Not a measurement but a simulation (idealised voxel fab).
process module | voxel capacitor over wiring
cross-section cut | 195 nm wide | cells 5 nm
A cross-section is a grid of square cells, given in bands from the top down. A band is one or more rows of cells.
Each band's line starts with the height of the band's top and of its bottom, in nm. Then come its materials from left to right, each with its width in nm. One material with "throughout" fills the band from edge to edge. "air" is empty space.
Height 0 is the level under which the wafer as received is all one material. The lowest band goes on downwards, as in "0 down".
A width such as "30 to 40" changes by the same amount from each row of cells to the next, from the band's top row to its bottom row.
"no change" after a step means that no cell of the cross-section changed.
closed voids: empty space of 8 cells or more with no open way to the top, each as width x height at its distance from the left edge, in nm
after a step's settings: what the simulator itself notes on the step
overlay nm, on a step with a mask: how far to the right of its planned place the mask lay; to the left if negative
plan
1 op RECEIVE | material Si
2 op CONFORMAL_DEP | material SiO2 | thk nm 15
3 op DIRECTIONAL_DEP | material TiN | thk nm 5
4 op DIRECTIONAL_DEP | material W | thk nm 25
5 op MASKED_ETCH | tone cover | mask id METAL_1 | width nm 25 | pitch nm 80 | etch materials W | depth nm 25 | overlay nm 0
6 op MASKED_ETCH | tone cover | mask id METAL_1 | width nm 25 | pitch nm 80 | etch materials TiN | depth nm 5 | overlay nm 0
7 op FILL_DEP | material SiO2 | thk nm 10
8 op CMP | height nm 45
9 op CONFORMAL_DEP | material SiCN | thk nm 5
10 op DIRECTIONAL_DEP | material SiO2 | thk nm 20
11 op PATTERN | tone open | mask id PLUG_1 | material resist | width nm 15 | thk nm 20 | overlay nm 0
12 op DIRECTIONAL_ETCH | etch materials SiO2 | depth nm 20
13 op DIRECTIONAL_ETCH | etch materials SiCN | depth nm 5
14 op STRIP | etch materials resist
15 op EPI | material Ru | thk nm 10
16 op EPI | material Ru | thk nm 10
17 op EPI | material Ru | thk nm 5
18 op DIRECTIONAL_DEP | material TiN | thk nm 10
19 op DIRECTIONAL_DEP | material Al2O3 | thk nm 5
20 op DIRECTIONAL_DEP | material TiN | thk nm 5
21 op PATTERN | tone cover | mask id UPPER_PLATE | material resist | width nm 60 | thk nm 15 | overlay nm 0
22 op DIRECTIONAL_ETCH | etch materials TiN | depth nm 5
23 op DIRECTIONAL_ETCH | etch materials Al2O3 | depth nm 5
24 op STRIP | etch materials resist
25 op MASKED_ETCH | tone cover | mask id LOWER_PLATE | width nm 70 | etch materials TiN | depth nm 10 | overlay nm 0
26 op FILL_DEP | material SiO2 | thk nm 15
27 op CMP | height nm 100
28 op PATTERN | tone open | mask id PLUG_2 | material resist | width nm 15 | thk nm 15 | overlay nm 0
29 op DIRECTIONAL_ETCH | etch materials SiO2 | depth nm 10
30 op STRIP | etch materials resist
31 op CONFORMAL_DEP | material TiN | thk nm 5
32 op FILL_DEP | material Ru | thk nm 10
33 op CMP | height nm 100
34 op CONFORMAL_DEP | material SiCN | thk nm 5
as received, after step 1
  0 down: Si throughout
  closed voids: none
a wafer at the end: this start, this plan, one mistake
  105 to 100: SiCN throughout
  100 to 95: SiO2 65 | TiN 5 | Ru 5 | TiN 5 | SiO2 115
  95 to 85: SiO2 65 to 55 | TiN 15 to 60 | SiO2 115 to 80
  85 to 80: SiO2 55 | Al2O3 60 | SiO2 80
  80 to 70: SiO2 50 | TiN 70 | SiO2 75
  70 to 50: SiO2 55 | Ru 15 | SiO2 125
  50 to 45: SiCN 55 | Ru 15 | SiCN 125
  45 to 20: SiCN 45 | W 25 | SiCN 55 | W 25 | SiCN 45
  20 to 15: SiCN 45 | TiN 25 | SiCN 55 | TiN 25 | SiCN 45
  15 to 0: SiO2 throughout
  0 down: Si throughout
  closed voids: none
what went wrong: step 7 ran as: op FILL_DEP | material SiCN | thk nm 10
